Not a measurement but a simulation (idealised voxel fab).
Title: Process Module voxel capacitor over wiring
Square cell edge 5 nm, section width 225 nm, ID cut.
If you're reading a cross-section in this doc, picture square cells in a grid; it comes to you as bands, top ones listed first down to the bottom, and a band can be one or more rows of cells. Heights first: top, then bottom, in nm. Then materials, left to right, each with a width in nm. "edge to edge" on a single material: fills the band edge to edge. "blank": empty space. The level at which height equals 0 is the one under which the wafer, as it arrives, is entirely one material. No lower edge exists for the bottom band, which continues downward and is notated as in "0 and below". You'd read "30 to 40" like this: the band's top row of cells is as wide as the first number, its bottom row is as wide as the second, and going down, every row changes width by the same amount as the row before did. Where the words "remained the same" appear for a step, the cross-section shows no cell changed by that step; every cell remained as before. If an empty space has no open way to the top and is at least 8 cells in size, "Enclosed void listing" lists it, written width x height at distance, where distance is measured from the left edge and every value is in nm. Anything after a step's settings on that line? It's the simulator's own note about the step. On any step carrying a mask, the "overlay nm" setting, if present on the step's line, tells how far right of its planned place the mask lay; negative values point to the left.
**So here's the lineup of process steps we planned**
1,RECEIVE (material Si)
2,CONFORMAL_DEP (material SiO2; thk nm 15)
3,CONFORMAL_DEP (material SiN; thk nm 5)
4,DIRECTIONAL_DEP (material SiO2; thk nm 25)
5,PATTERN (tone open; mask id METAL_1; material resist; width nm 30; pitch nm 80; thk nm 15; overlay nm 0)
6,DIRECTIONAL_ETCH (etch materials SiO2; depth nm 25)
7,DIRECTIONAL_ETCH (etch materials SiN; depth nm 5)
8,STRIP (etch materials resist)
9,CONFORMAL_DEP (material TiN; thk nm 5)
10,FILL_DEP (material W; thk nm 10)
11,CMP (height nm 45)
12,CONFORMAL_DEP (material SiCN; thk nm 5)
13,DIRECTIONAL_DEP (material lowk; thk nm 15)
14,PATTERN (tone open; mask id PLUG_1; material resist; width nm 15; thk nm 20; overlay nm 0)
15,DIRECTIONAL_ETCH (etch materials lowk; depth nm 15)
16,DIRECTIONAL_ETCH (etch materials SiCN; depth nm 5)
17,STRIP (etch materials resist)
18,EPI (material Ru; thk nm 10)
19,EPI (material Ru; thk nm 10)
20,DIRECTIONAL_DEP (material TiN; thk nm 10)
21,DIRECTIONAL_DEP (material HfO2; thk nm 5)
22,DIRECTIONAL_DEP (material TiN; thk nm 10)
23,MASKED_ETCH (tone cover; mask id UPPER_PLATE; width nm 55; etch materials TiN; depth nm 10; overlay nm 0)
24,MASKED_ETCH (tone cover; mask id UPPER_PLATE; width nm 55; etch materials HfO2; depth nm 5; overlay nm 0)
25,MASKED_ETCH (tone cover; mask id LOWER_PLATE; width nm 65; etch materials TiN; depth nm 10; overlay nm 0)
26,FILL_DEP (material SiO2; thk nm 20)
27,CMP (height nm 105)
28,PATTERN (tone open; mask id PLUG_2; material resist; width nm 15; thk nm 15; overlay nm 0)
29,DIRECTIONAL_ETCH (etch materials SiO2; depth nm 15)
30,STRIP (etch materials resist)
31,CONFORMAL_DEP (material TiN; thk nm 5)
32,FILL_DEP (material Ru; thk nm 10)
33,CMP (height nm 105)
34,CONFORMAL_DEP (material SiN; thk nm 5)
**Wafer, first of two, run as planned**
**Delivered wafer in cross-section: state after step 1**
* 0 and below  Si edge to edge
* Enclosed void listing: none
**Wafer xsec, post step 2**
* 15 down to 0  SiO2 edge to edge
* For the remainder of the cross-section, below 0, there is no change.
**Wafer xsec, post step 3**
* 20 down to 15  SiN edge to edge
* For the remainder of the cross-section, below 15, there is no change.
**Wafer xsec, post step 4**
* 45 down to 20  SiO2 edge to edge
* For the remainder of the cross-section, below 20, there is no change.
**Wafer xsec, post step 5**
* 60 down to 45  55 resist, then 30 blank, then 50 resist, then 30 blank, then 60 resist
* For the remainder of the cross-section, below 45, there is no change.
**Wafer xsec, post step 6**
* 60 down to 45  55 resist, then 30 blank, then 50 resist, then 30 blank, then 60 resist
* 45 down to 20  55 SiO2, then 30 blank, then 50 SiO2, then 30 blank, then 60 SiO2
* For the remainder of the cross-section, below 20, there is no change.
**Wafer xsec, post step 7**
* 60 down to 45  55 resist, then 30 blank, then 50 resist, then 30 blank, then 60 resist
* 45 down to 20  55 SiO2, then 30 blank, then 50 SiO2, then 30 blank, then 60 SiO2
* 20 down to 15  55 SiN, then 30 blank, then 50 SiN, then 30 blank, then 60 SiN
* For the remainder of the cross-section, below 15, there is no change.
**Wafer xsec, post step 8**
* 45 down to 20  55 SiO2, then 30 blank, then 50 SiO2, then 30 blank, then 60 SiO2
* For the remainder of the cross-section, below 20, there is no change.
**Wafer xsec, post step 9**
* 50 down to 45  60 TiN, then 20 blank, then 60 TiN, then 20 blank, then 65 TiN
* 45 down to 20  55 SiO2, then 5 TiN, then 20 blank, then 5 TiN, then 50 SiO2, then 5 TiN, then 20 blank, then 5 TiN, then 60 SiO2
* 20 down to 15  55 SiN, then 30 TiN, then 50 SiN, then 30 TiN, then 60 SiN
* For the remainder of the cross-section, below 15, there is no change.
**Wafer xsec, post step 10**
* 60 down to 50  W edge to edge
* 50 down to 45  60 TiN, then 20 W, then 60 TiN, then 20 W, then 65 TiN
* 45 down to 20  55 SiO2, then 5 TiN, then 20 W, then 5 TiN, then 50 SiO2, then 5 TiN, then 20 W, then 5 TiN, then 60 SiO2
* For the remainder of the cross-section, below 20, there is no change.
**Wafer xsec, post step 11**
* 45 down to 20  55 SiO2, then 5 TiN, then 20 W, then 5 TiN, then 50 SiO2, then 5 TiN, then 20 W, then 5 TiN, then 60 SiO2
* For the remainder of the cross-section, below 20, there is no change.
**Wafer xsec, post step 12**
* 50 down to 45  SiCN edge to edge
* For the remainder of the cross-section, below 45, there is no change.
**Wafer xsec, post step 13**
* 65 down to 50  lowk edge to edge
* For the remainder of the cross-section, below 50, there is no change.
**Wafer xsec, post step 14**
* 85 down to 65  70 resist, then 15 blank, then 140 resist
* For the remainder of the cross-section, below 65, there is no change.
**Wafer xsec, post step 15**
* 85 down to 65  70 resist, then 15 blank, then 140 resist
* 65 down to 50  70 lowk, then 15 blank, then 140 lowk
* For the remainder of the cross-section, below 50, there is no change.
**Wafer xsec, post step 16**
* 85 down to 65  70 resist, then 15 blank, then 140 resist
* 65 down to 50  70 lowk, then 15 blank, then 140 lowk
* 50 down to 45  70 SiCN, then 15 blank, then 140 SiCN
* For the remainder of the cross-section, below 45, there is no change.
**Wafer xsec, post step 17**
* 65 down to 50  70 lowk, then 15 blank, then 140 lowk
* For the remainder of the cross-section, below 50, there is no change.
**Wafer xsec, post step 18**
* 65 down to 55  70 lowk, then 15 blank, then 140 lowk
* 55 down to 50  70 lowk, then 15 Ru, then 140 lowk
* 50 down to 45  70 SiCN, then 15 Ru, then 140 SiCN
* For the remainder of the cross-section, below 45, there is no change.
**Wafer xsec, post step 19**
* 65 down to 50  70 lowk, then 15 Ru, then 140 lowk
* For the remainder of the cross-section, below 50, there is no change.
**Wafer xsec, post step 20**
* 75 down to 65  TiN edge to edge
* For the remainder of the cross-section, below 65, there is no change.
**Wafer xsec, post step 21**
* 80 down to 75  HfO2 edge to edge
* For the remainder of the cross-section, below 75, there is no change.
**Wafer xsec, post step 22**
* 90 down to 80  TiN edge to edge
* For the remainder of the cross-section, below 80, there is no change.
**Wafer xsec, post step 23**
* 90 down to 80  70 blank, then 55 TiN, then 100 blank
* For the remainder of the cross-section, below 80, there is no change.
**Wafer xsec, post step 24**
* 90 down to 80  70 blank, then 55 TiN, then 100 blank
* 80 down to 75  70 blank, then 55 HfO2, then 100 blank
* For the remainder of the cross-section, below 75, there is no change.
**Wafer xsec, post step 25**
* 90 down to 80  70 blank, then 55 TiN, then 100 blank
* 80 down to 75  70 blank, then 55 HfO2, then 100 blank
* 75 down to 65  65 blank, then 65 TiN, then 95 blank
* For the remainder of the cross-section, below 65, there is no change.
**Wafer xsec, post step 26**
* 110 down to 90  SiO2 edge to edge
* 90 down to 80  70 SiO2, then 55 TiN, then 100 SiO2
* 80 down to 75  70 SiO2, then 55 HfO2, then 100 SiO2
* 75 down to 65  65 SiO2, then 65 TiN, then 95 SiO2
* For the remainder of the cross-section, below 65, there is no change.
**Wafer xsec, post step 27**
* 105 down to 90  SiO2 edge to edge
* For the remainder of the cross-section, below 90, there is no change.
**Wafer xsec, post step 28**
* 120 down to 105  80 resist, then 15 blank, then 130 resist
* For the remainder of the cross-section, below 105, there is no change.
**Wafer xsec, post step 29**
* 120 down to 105  80 resist, then 15 blank, then 130 resist
* 105 down to 90  80 SiO2, then 15 blank, then 130 SiO2
* For the remainder of the cross-section, below 90, there is no change.
**Wafer xsec, post step 30**
* 105 down to 90  80 SiO2, then 15 blank, then 130 SiO2
* For the remainder of the cross-section, below 90, there is no change.
**Wafer xsec, post step 31**
* 110 down to 105  85 TiN, then 5 blank, then 135 TiN
* 105 down to 95  80 SiO2, then 5 TiN, then 5 blank, then 5 TiN, then 130 SiO2
* 95 down to 90  80 SiO2, then 15 TiN, then 130 SiO2
* For the remainder of the cross-section, below 90, there is no change.
**Wafer xsec, post step 32**
* 120 down to 110  Ru edge to edge
* 110 down to 105  85 TiN, then 5 Ru, then 135 TiN
* 105 down to 95  80 SiO2, then 5 TiN, then 5 Ru, then 5 TiN, then 130 SiO2
* For the remainder of the cross-section, below 95, there is no change.
**Wafer xsec, post step 33**
* 105 down to 95  80 SiO2, then 5 TiN, then 5 Ru, then 5 TiN, then 130 SiO2
* For the remainder of the cross-section, below 95, there is no change.
**Wafer xsec, post step 34**
* 110 down to 105  SiN edge to edge
* For the remainder of the cross-section, below 105, there is no change.
**Second wafer. Start and plan as for the first. One mistake made in running. Agrees with the first up to and including step 4**
**Second wafer profile in section, at the moment step 5 of the plan was meant to be complete**
* 60 down to 45  55 blank, then 30 resist, then 50 blank, then 30 resist, then 60 blank
* For the remainder of the cross-section, below 45, there is no change.
**Second wafer profile in section, at the moment step 6 of the plan was meant to be complete**
* 60 down to 45  55 blank, then 30 resist, then 50 blank, then 30 resist, then 60 blank
* 45 down to 20  55 blank, then 30 SiO2, then 50 blank, then 30 SiO2, then 60 blank
* For the remainder of the cross-section, below 20, there is no change.
**Second wafer profile in section, at the moment step 7 of the plan was meant to be complete**
* 60 down to 45  55 blank, then 30 resist, then 50 blank, then 30 resist, then 60 blank
* 45 down to 20  55 blank, then 30 SiO2, then 50 blank, then 30 SiO2, then 60 blank
* 20 down to 15  55 blank, then 30 SiN, then 50 blank, then 30 SiN, then 60 blank
* For the remainder of the cross-section, below 15, there is no change.
**Second wafer profile in section, at the moment step 8 of the plan was meant to be complete**
* 45 down to 20  55 blank, then 30 SiO2, then 50 blank, then 30 SiO2, then 60 blank
* For the remainder of the cross-section, below 20, there is no change.
**Second wafer profile in section, at the moment step 9 of the plan was meant to be complete**
* 50 down to 45  50 blank, then 40 TiN, then 40 blank, then 40 TiN, then 55 blank
* 45 down to 20  50 blank, then 5 TiN, then 30 SiO2, then 5 TiN, then 40 blank, then 5 TiN, then 30 SiO2, then 5 TiN, then 55 blank
* 20 down to 15  55 TiN, then 30 SiN, then 50 TiN, then 30 SiN, then 60 TiN
* For the remainder of the cross-section, below 15, there is no change.
**Second wafer profile in section, at the moment step 10 of the plan was meant to be complete**
* 60 down to 50  W edge to edge
* 50 down to 45  50 W, then 40 TiN, then 40 W, then 40 TiN, then 55 W
* 45 down to 20  50 W, then 5 TiN, then 30 SiO2, then 5 TiN, then 40 W, then 5 TiN, then 30 SiO2, then 5 TiN, then 55 W
* For the remainder of the cross-section, below 20, there is no change.
**Second wafer profile in section, at the moment step 11 of the plan was meant to be complete**
* 45 down to 20  50 W, then 5 TiN, then 30 SiO2, then 5 TiN, then 40 W, then 5 TiN, then 30 SiO2, then 5 TiN, then 55 W
* For the remainder of the cross-section, below 20, there is no change.
**Second wafer profile in section, at the moment step 12 of the plan was meant to be complete**
* 50 down to 45  SiCN edge to edge
* For the remainder of the cross-section, below 45, there is no change.
**Second wafer profile in section, at the moment step 13 of the plan was meant to be complete**
* 65 down to 50  lowk edge to edge
* For the remainder of the cross-section, below 50, there is no change.
**Second wafer profile in section, at the moment step 14 of the plan was meant to be complete**
* 85 down to 65  70 resist, then 15 blank, then 140 resist
* For the remainder of the cross-section, below 65, there is no change.
**Second wafer profile in section, at the moment step 15 of the plan was meant to be complete**
* 85 down to 65  70 resist, then 15 blank, then 140 resist
* 65 down to 50  70 lowk, then 15 blank, then 140 lowk
* For the remainder of the cross-section, below 50, there is no change.
**Second wafer profile in section, at the moment step 16 of the plan was meant to be complete**
* 85 down to 65  70 resist, then 15 blank, then 140 resist
* 65 down to 50  70 lowk, then 15 blank, then 140 lowk
* 50 down to 45  70 SiCN, then 15 blank, then 140 SiCN
* For the remainder of the cross-section, below 45, there is no change.
**Second wafer profile in section, at the moment step 17 of the plan was meant to be complete**
* 65 down to 50  70 lowk, then 15 blank, then 140 lowk
* For the remainder of the cross-section, below 50, there is no change.
Second wafer profile in section, at the moment step 18 of the plan was meant to be complete: remained the same
Second wafer profile in section, at the moment step 19 of the plan was meant to be complete: remained the same
**Second wafer profile in section, at the moment step 20 of the plan was meant to be complete**
* 75 down to 65  70 TiN, then 15 blank, then 140 TiN
* 65 down to 55  70 lowk, then 15 blank, then 140 lowk
* 55 down to 50  70 lowk, then 15 TiN, then 140 lowk
* 50 down to 45  70 SiCN, then 15 TiN, then 140 SiCN
* For the remainder of the cross-section, below 45, there is no change.
**Second wafer profile in section, at the moment step 21 of the plan was meant to be complete**
* 80 down to 75  70 HfO2, then 15 blank, then 140 HfO2
* 75 down to 65  70 TiN, then 15 blank, then 140 TiN
* 65 down to 60  70 lowk, then 15 blank, then 140 lowk
* 60 down to 55  70 lowk, then 15 HfO2, then 140 lowk
* For the remainder of the cross-section, below 55, there is no change.
**Second wafer profile in section, at the moment step 22 of the plan was meant to be complete**
* 90 down to 80  70 TiN, then 15 blank, then 140 TiN
* 80 down to 75  70 HfO2, then 15 blank, then 140 HfO2
* 75 down to 70  70 TiN, then 15 blank, then 140 TiN
* 70 down to 65  TiN edge to edge
* 65 down to 60  70 lowk, then 15 TiN, then 140 lowk
* For the remainder of the cross-section, below 60, there is no change.
**Second wafer profile in section, at the moment step 23 of the plan was meant to be complete**
* 90 down to 80  85 blank, then 40 TiN, then 100 blank
* For the remainder of the cross-section, below 80, there is no change.
**Second wafer profile in section, at the moment step 24 of the plan was meant to be complete**
* 90 down to 80  85 blank, then 40 TiN, then 100 blank
* 80 down to 75  85 blank, then 40 HfO2, then 100 blank
* For the remainder of the cross-section, below 75, there is no change.
**Second wafer profile in section, at the moment step 25 of the plan was meant to be complete**
* 90 down to 80  85 blank, then 40 TiN, then 100 blank
* 80 down to 75  85 blank, then 40 HfO2, then 100 blank
* 75 down to 70  65 blank, then 5 TiN, then 15 blank, then 45 TiN, then 95 blank
* 70 down to 65  65 blank, then 65 TiN, then 95 blank
* For the remainder of the cross-section, below 65, there is no change.
**Second wafer profile in section, at the moment step 26 of the plan was meant to be complete**
* 110 down to 90  SiO2 edge to edge
* 90 down to 80  85 SiO2, then 40 TiN, then 100 SiO2
* 80 down to 75  85 SiO2, then 40 HfO2, then 100 SiO2
* 75 down to 70  65 SiO2, then 5 TiN, then 15 SiO2, then 45 TiN, then 95 SiO2
* 70 down to 65  65 SiO2, then 65 TiN, then 95 SiO2
* For the remainder of the cross-section, below 65, there is no change.
**Second wafer profile in section, at the moment step 27 of the plan was meant to be complete**
* 105 down to 90  SiO2 edge to edge
* For the remainder of the cross-section, below 90, there is no change.
**Second wafer profile in section, at the moment step 28 of the plan was meant to be complete**
* 120 down to 105  80 resist, then 15 blank, then 130 resist
* For the remainder of the cross-section, below 105, there is no change.
**Second wafer profile in section, at the moment step 29 of the plan was meant to be complete**
* 120 down to 105  80 resist, then 15 blank, then 130 resist
* 105 down to 90  80 SiO2, then 15 blank, then 130 SiO2
* For the remainder of the cross-section, below 90, there is no change.
**Second wafer profile in section, at the moment step 30 of the plan was meant to be complete**
* 105 down to 90  80 SiO2, then 15 blank, then 130 SiO2
* For the remainder of the cross-section, below 90, there is no change.
**Second wafer profile in section, at the moment step 31 of the plan was meant to be complete**
* 110 down to 105  85 TiN, then 5 blank, then 135 TiN
* 105 down to 95  80 SiO2, then 5 TiN, then 5 blank, then 5 TiN, then 130 SiO2
* 95 down to 90  80 SiO2, then 15 TiN, then 130 SiO2
* For the remainder of the cross-section, below 90, there is no change.
**Second wafer profile in section, at the moment step 32 of the plan was meant to be complete**
* 120 down to 110  Ru edge to edge
* 110 down to 105  85 TiN, then 5 Ru, then 135 TiN
* 105 down to 95  80 SiO2, then 5 TiN, then 5 Ru, then 5 TiN, then 130 SiO2
* For the remainder of the cross-section, below 95, there is no change.
**Second wafer profile in section, at the moment step 33 of the plan was meant to be complete**
* 105 down to 95  80 SiO2, then 5 TiN, then 5 Ru, then 5 TiN, then 130 SiO2
* For the remainder of the cross-section, below 95, there is no change.
**Second wafer profile in section, at the moment step 34 of the plan was meant to be complete**
* 110 down to 105  SiN edge to edge
* For the remainder of the cross-section, below 105, there is no change.
The plan and the run diverged here: in deviation from the planned setting, step 5 was conducted as PATTERN (tone cover; mask id METAL_1; material resist; width nm 30; pitch nm 80; thk nm 15; overlay nm 0)
Counted in cells at the end, the second wafer holds more or fewer of these materials than the first: 12 fewer of Ru | 21 fewer of SiN | 93 fewer of SiO2 | 21 more of TiN | 105 more of W
